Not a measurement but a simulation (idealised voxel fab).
Title: Process Module voxel air gaps
Pictured: cross-section cut, 205 nm wide, on a grid of 5 nm square cells.
Throughout this document, each cross-section is represented as a grid of square cells and is presented as a sequence of bands enumerated from the top downward, where a band comprises one or more rows of cells. Band: top height; bottom height; in nm. Then, left to right: material with width in nm, for each material. "full width": a single material spanning edge to edge. "empty": empty space. Below 0: as-received wafer, all one material; heights counted from there. Lowest band: no bottom, goes on down, written "0 and below". Top row gets the first number, bottom row gets the second, and each row in between changes by the same step: that is how a band width like "30..40" works. It should be understood that the words "no alterations made", when stated for a given step, signify that the cross-section underwent no change in any of its cells during that step. In the "Trapped void list" entry, you get each enclosed empty space of 8 cells or more, one with no open way to the top, written width x height at distance, distance from the left edge, in nm. It should be noted that, on the line of a given step, the content following the step's settings is a remark produced by the simulator itself with respect to that step. What "overlay nm" on a step's line means: if the step has a mask, that mask lay this far to the right of its planned place, or, when the value is negative, to the left.

## The steps planned for the process are as follows
1 RECEIVE (material Si)
2 CONFORMAL_DEP (material SiO2; thk nm 15)
3 CONFORMAL_DEP (material SiN; thk nm 5)
4 DIRECTIONAL_DEP (material lowk; thk nm 40)
5 DIRECTIONAL_DEP (material aC; thk nm 15)
6 PATTERN (tone open; mask id LINES; material resist; width nm 25; pitch nm 50; thk nm 30; overlay nm 0)
7 DIRECTIONAL_ETCH (etch materials aC; depth nm 15)
8 STRIP (etch materials resist)
9 DIRECTIONAL_ETCH (etch materials lowk; depth nm 40)
10 STRIP (etch materials aC)
11 CONFORMAL_DEP (material TiN; thk nm 5)
12 FILL_DEP (material W; thk nm 10)
13 CMP (height nm 60)
14 EPI (material Ru; thk nm 10)
15 SELECTIVE_ETCH (etch materials lowk; depth nm 50)
16 CONFORMAL_DEP (material SiCN; thk nm 5)

## First wafer out of two, processed as planned

## The cross-section here shows the wafer as received, i.e. in its state after step 1
    0 and below | Si full width
    Trapped void list: none

## So this is the wafer cross-section right after step 2
    15 down to 0 | SiO2 full width
    Below a height of 0, the structure has not been altered.

## So this is the wafer cross-section right after step 3
    20 down to 15 | SiN full width
    Below a height of 15, the structure has not been altered.

## So this is the wafer cross-section right after step 4
    60 down to 20 | lowk full width
    Below a height of 20, the structure has not been altered.

## So this is the wafer cross-section right after step 5
    75 down to 60 | aC full width
    Below a height of 60, the structure has not been altered.

## So this is the wafer cross-section right after step 6
    105 down to 75 | resist (40); empty (25); resist (25); empty (25); resist (25); empty (25); resist (40)
    Below a height of 75, the structure has not been altered.

## So this is the wafer cross-section right after step 7
    90 down to 75 | resist (40); empty (25); resist (25); empty (25); resist (25); empty (25); resist (40)
    75 down to 60 | aC (40); empty (25); aC (25); empty (25); aC (25); empty (25); aC (40)
    Below a height of 60, the structure has not been altered.

## So this is the wafer cross-section right after step 8
    75 down to 60 | aC (40); empty (25); aC (25); empty (25); aC (25); empty (25); aC (40)
    Below a height of 60, the structure has not been altered.

## So this is the wafer cross-section right after step 9
    75 down to 60 | aC (40); empty (25); aC (25); empty (25); aC (25); empty (25); aC (40)
    60 down to 20 | lowk (40); empty (25); lowk (25); empty (25); lowk (25); empty (25); lowk (40)
    Below a height of 20, the structure has not been altered.

## So this is the wafer cross-section right after step 10
    60 down to 20 | lowk (40); empty (25); lowk (25); empty (25); lowk (25); empty (25); lowk (40)
    Below a height of 20, the structure has not been altered.

## So this is the wafer cross-section right after step 11
    65 down to 60 | TiN (45); empty (15); TiN (35); empty (15); TiN (35); empty (15); TiN (45)
    60 down to 25 | lowk (40); TiN (5); empty (15); TiN (5); lowk (25); TiN (5); empty (15); TiN (5); lowk (25); TiN (5); empty (15); TiN (5); lowk (40)
    25 down to 20 | lowk (40); TiN (25); lowk (25); TiN (25); lowk (25); TiN (25); lowk (40)
    Below a height of 20, the structure has not been altered.

## So this is the wafer cross-section right after step 12
    75 down to 65 | W full width
    65 down to 60 | TiN (45); W (15); TiN (35); W (15); TiN (35); W (15); TiN (45)
    60 down to 25 | lowk (40); TiN (5); W (15); TiN (5); lowk (25); TiN (5); W (15); TiN (5); lowk (25); TiN (5); W (15); TiN (5); lowk (40)
    Below a height of 25, the structure has not been altered.

## So this is the wafer cross-section right after step 13
    60 down to 25 | lowk (40); TiN (5); W (15); TiN (5); lowk (25); TiN (5); W (15); TiN (5); lowk (25); TiN (5); W (15); TiN (5); lowk (40)
    Below a height of 25, the structure has not been altered.

## So this is the wafer cross-section right after step 14
    70 down to 60 | empty (30); Ru (45); empty (5); Ru (45); empty (5); Ru (45); empty (30)
    Below a height of 60, the structure has not been altered.

## So this is the wafer cross-section right after step 15
    70 down to 60 | empty (30); Ru (45); empty (5); Ru (45); empty (5); Ru (45); empty (30)
    60 down to 25 | empty (40); TiN (5); W (15); TiN (5); empty (25); TiN (5); W (15); TiN (5); empty (25); TiN (5); W (15); TiN (5); empty (40)
    25 down to 20 | empty (40); TiN (25); empty (25); TiN (25); empty (25); TiN (25); empty (40)
    Below a height of 20, the structure has not been altered.

## So this is the wafer cross-section right after step 16
    75 down to 70 | empty (25); SiCN (155); empty (25)
    70 down to 60 | empty (25); SiCN (5); Ru (45); SiCN (5); Ru (45); SiCN (5); Ru (45); SiCN (5); empty (25)
    60 down to 55 | empty (25); SiCN (15); TiN (5); W (15); TiN (5); SiCN (25); TiN (5); W (15); TiN (5); SiCN (25); TiN (5); W (15); TiN (5); SiCN (15); empty (25)
    55 down to 25 | empty (35); SiCN (5); TiN (5); W (15); TiN (5); SiCN (5); empty (15); SiCN (5); TiN (5); W (15); TiN (5); SiCN (5); empty (15); SiCN (5); TiN (5); W (15); TiN (5); SiCN (5); empty (35)
    25 down to 20 | SiCN (40); TiN (25); SiCN (25); TiN (25); SiCN (25); TiN (25); SiCN (40)
    Below a height of 20, the structure has not been altered.
    Trapped void list: 15 x 30 at 70; 15 x 30 at 120

## Second wafer, same starting state and plan as the first, one mistake in the run, identical through step 12

Second wafer, section view, time point: scheduled end of step 13: no alterations made

## Second wafer, section view, time point: scheduled end of step 14
    85 down to 75 | Ru full width
    Below a height of 75, the structure has not been altered.

Second wafer, section view, time point: scheduled end of step 15: no alterations made

## Second wafer, section view, time point: scheduled end of step 16
    90 down to 85 | SiCN full width
    Below a height of 85, the structure has not been altered.
What went wrong in running the wafer? step 13 of the plan got skipped, so it never ran
Final difference in cells, second wafer against first, listed per material as more or fewer: Ru: 28 more | SiCN: 76 fewer | TiN: 32 more | W: 91 more | lowk: 208 more
In the final state there are 2 closed voids in the first wafer, compared with 0 in the second wafer.
